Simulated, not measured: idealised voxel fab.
You're looking at the process module voxel capacitor over wiring.
Square cell edge 5 nm, section width 300 nm, ID cut.
How to read a cross-section here: the picture is a grid of square cells, written as bands going from the top down, and any band can span one or more rows of cells. Quick guide to a band line: top height, bottom height (nm) up front; then every material left to right with its width in nm. Only one material and it's marked "everywhere"? Then it fills the band edge to edge. And "air" just means empty space. Below 0: as-received wafer, all one material; heights counted from there. Lowest band: no bottom, goes on down, written "from 0 down". Per-row width for "30 to 40": begins at first number (top row of band), ends at second number (bottom row), increment between rows held constant. A step reported as "nothing was modified" is a step in which no cell of the cross-section changed. Basically, "Closed void list" tells you about the enclosed voids: empty spaces with no open way to the top, 8 cells or bigger, each written width x height at distance, where distance is from the left edge, all in nm. Read whatever lies past the settings on a step's line as the simulator's own remark about the step. The line of a step may include "overlay nm". On a step with a mask, this value is how far to the right of its planned place the mask lay. A negative value means the mask lay to the left.

## Intended process steps
1: RECEIVE, material Si
2: CONFORMAL_DEP, material SiO2, thk nm 10
3: CONFORMAL_DEP, material SiN, thk nm 5
4: DIRECTIONAL_DEP, material SiO2, thk nm 25
5: DIRECTIONAL_DEP, material aC, thk nm 10
6: PATTERN, tone open, mask id METAL_1, material resist, width nm 30, pitch nm 85, thk nm 30, overlay nm 0
7: DIRECTIONAL_ETCH, etch materials aC, depth nm 10
8: STRIP, etch materials resist
9: DIRECTIONAL_ETCH, etch materials SiO2, depth nm 25
10: DIRECTIONAL_ETCH, etch materials SiN, depth nm 5
11: STRIP, etch materials aC
12: CONFORMAL_DEP, material TiN, thk nm 5
13: FILL_DEP, material Cu, thk nm 10
14: CMP, height nm 40
15: CONFORMAL_DEP, material SiCN, thk nm 5
16: DIRECTIONAL_DEP, material lowk, thk nm 20
17: MASKED_ETCH, tone open, mask id PLUG_1, width nm 15, etch materials lowk, depth nm 20, overlay nm 0
18: MASKED_ETCH, tone open, mask id PLUG_1, width nm 15, etch materials SiCN, depth nm 5, overlay nm 0
19: EPI, material Ru, thk nm 10
20: EPI, material Ru, thk nm 10
21: EPI, material Ru, thk nm 5
22: DIRECTIONAL_DEP, material TiN, thk nm 10
23: DIRECTIONAL_DEP, material SiN, thk nm 5
24: DIRECTIONAL_DEP, material TiN, thk nm 5
25: MASKED_ETCH, tone cover, mask id UPPER_PLATE, width nm 60, etch materials TiN, depth nm 5, overlay nm 0
26: MASKED_ETCH, tone cover, mask id UPPER_PLATE, width nm 60, etch materials SiN, depth nm 5, overlay nm 0
27: PATTERN, tone cover, mask id LOWER_PLATE, material resist, width nm 70, thk nm 15, overlay nm 0
28: DIRECTIONAL_ETCH, etch materials TiN, depth nm 10
29: STRIP, etch materials resist
30: FILL_DEP, material SiO2, thk nm 15
31: CMP, height nm 95
32: MASKED_ETCH, tone open, mask id PLUG_2, width nm 15, etch materials SiO2, depth nm 10, overlay nm 0
33: CONFORMAL_DEP, material TiN, thk nm 5
34: FILL_DEP, material W, thk nm 5
35: CMP, height nm 95
36: CONFORMAL_DEP, material SiCN, thk nm 5

## Cross-section, incoming material, after step 1
    from 0 down = Si everywhere
    Closed void list: none

## First of two wafers: cross-section at end of module, run per plan
    from 100 to 95 = SiCN everywhere
    from 95 to 90 = 115 nm SiO2 / 5 nm TiN / 5 nm W / 5 nm TiN / 170 nm SiO2
    from 90 to 80 = 115 to 105 nm SiO2 / 15 to 60 nm TiN / 170 to 135 nm SiO2
    from 80 to 75 = 105 nm SiO2 / 60 nm SiN / 135 nm SiO2
    from 75 to 65 = 100 nm SiO2 / 70 nm TiN / 130 nm SiO2
    from 65 to 45 = 105 nm lowk / 15 nm Ru / 180 nm lowk
    from 45 to 40 = 105 nm SiCN / 15 nm Ru / 180 nm SiCN
    from 40 to 15 = 90 nm SiO2 / 5 nm TiN / 20 nm Cu / 5 nm TiN / 55 nm SiO2 / 5 nm TiN / 20 nm Cu / 5 nm TiN / 95 nm SiO2
    from 15 to 10 = 90 nm SiN / 30 nm TiN / 55 nm SiN / 30 nm TiN / 95 nm SiN
    from 10 to 0 = SiO2 everywhere
    from 0 down = Si everywhere
    Closed void list: none

## Second wafer cross-section at end of module - shared start and plan with the first, one mistake in the run
    from 100 to 95 = SiCN everywhere
    from 95 to 85 = 100 nm SiO2 / 5 nm TiN / 10 nm SiO2 / 55 nm TiN / 130 nm SiO2
    from 85 to 80 = 105 nm lowk / 15 nm TiN / 180 nm lowk
    from 80 to 75 = 105 nm lowk / 15 nm SiN / 180 nm lowk
    from 75 to 65 = 105 nm lowk / 15 nm TiN / 180 nm lowk
    from 65 to 45 = lowk everywhere
    from 45 to 40 = SiCN everywhere
    from 40 to 15 = 90 nm SiO2 / 5 nm TiN / 20 nm Cu / 5 nm TiN / 55 nm SiO2 / 5 nm TiN / 20 nm Cu / 5 nm TiN / 95 nm SiO2
    from 15 to 10 = 90 nm SiN / 30 nm TiN / 55 nm SiN / 30 nm TiN / 95 nm SiN
    from 10 to 0 = SiO2 everywhere
    from 0 down = Si everywhere
    Closed void list: none
Diagnosis: step 16 of the plan saw execution twice
End of process, cell counts, second wafer against first, materials with more or fewer: -15 Ru, +3 SiCN, -9 SiN, -206 SiO2, -12 TiN, -1 W, +240 lowk
